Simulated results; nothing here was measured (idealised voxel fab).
Process module in this document: voxel self aligned contacts
230 nm wide, 5 nm square cells: that's cross-section cut.
Cross-section layout: square cells on a grid; listed as bands, top to bottom; a band spans one or more cell rows.
Top height, bottom height, nm. Materials left to right, width each, nm. Single material + "all across" = fills band edge to edge. "blank" = empty.
Ref level 0: as-received wafer is one material below here. Bottom band extends down with no lower bound ("0 and below").
The width entry "30..40" should be interpreted row by row: the top row of cells in the band takes the first number, the bottom row takes the second number, and the change between adjacent rows is uniform throughout.
"nothing changed" (step): cross-section cells unchanged, all of them.
The list in "Sealed voids" covers empty spaces of 8 cells or more that cannot reach the top through any open way, and it gives each as width x height at distance; the distance is from the left edge, and width, height and distance are in nm.
Past the settings on a step's line: simulator remark, on that step.
On any step carrying a mask, the "overlay nm" setting, if present on the step's line, tells how far right of its planned place the mask lay; negative values point to the left.
**Set out below are the planned steps of the process**
step 1: RECEIVE with material Si
step 2: OXIDIZE with depth nm 5
step 3: DIRECTIONAL_DEP with material polySi, thk nm 30
step 4: DIRECTIONAL_DEP with material SiN, thk nm 20
step 5: MASKED_ETCH with tone cover, mask id GATE, width nm 30, pitch nm 75, etch materials SiN, depth nm 20, overlay nm 0
step 6: MASKED_ETCH with tone cover, mask id GATE, width nm 30, pitch nm 75, etch materials polySi, depth nm 30, overlay nm 0
step 7: CONFORMAL_DEP with material SiN, thk nm 10
step 8: DIRECTIONAL_ETCH with etch materials SiN, depth nm 10
step 9: FILL_DEP with material SiO2, thk nm 15
step 10: CMP with height nm 55
step 11: DIRECTIONAL_DEP with material aC, thk nm 15
step 12: PATTERN with tone open, mask id CONTACT, material resist, width nm 55, pitch nm 75, thk nm 35, overlay nm -15
step 13: DIRECTIONAL_ETCH with etch materials aC, depth nm 15
step 14: STRIP with etch materials resist
step 15: DIRECTIONAL_ETCH with etch materials SiO2, depth nm 60
step 16: STRIP with etch materials aC
step 17: CONFORMAL_DEP with material TiN, thk nm 5
step 18: FILL_DEP with material Ru, thk nm 5
step 19: CMP with height nm 55
step 20: CONFORMAL_DEP with material SiCN, thk nm 5
Heads up: all these wafers start the same, and what changes between them is the overlay nm in step 12. The value you see in the plan is just what the first wafer got.
**Cross-section of the first of several received wafers, showing its state after step 1**
> 0 and below  Si all across
> Sealed voids: none
**Every row in this table is a wafer at the end of the module, and it gives, for each of the materials, the cells that wafer has gained (+) or lost (-) since it was received, then its closed voids**
overlay nm -15; +66 Ru; -46 Si; +46 SiCN; +192 SiN; +120 SiO2; +66 TiN; +108 polySi; Sealed voids: none
overlay nm -10; +66 Ru; -46 Si; +46 SiCN; +192 SiN; +120 SiO2; +66 TiN; +108 polySi; Sealed voids: none
overlay nm -5; +66 Ru; -46 Si; +46 SiCN; +192 SiN; +120 SiO2; +66 TiN; +108 polySi; Sealed voids: none
overlay nm 0; +66 Ru; -46 Si; +46 SiCN; +192 SiN; +120 SiO2; +66 TiN; +108 polySi; Sealed voids: none
overlay nm 5; +66 Ru; -46 Si; +46 SiCN; +192 SiN; +120 SiO2; +66 TiN; +108 polySi; Sealed voids: none
overlay nm 10; +66 Ru; -46 Si; +46 SiCN; +192 SiN; +120 SiO2; +66 TiN; +108 polySi; Sealed voids: none
overlay nm 15; +66 Ru; -46 Si; +46 SiCN; +192 SiN; +120 SiO2; +66 TiN; +108 polySi; Sealed voids: none
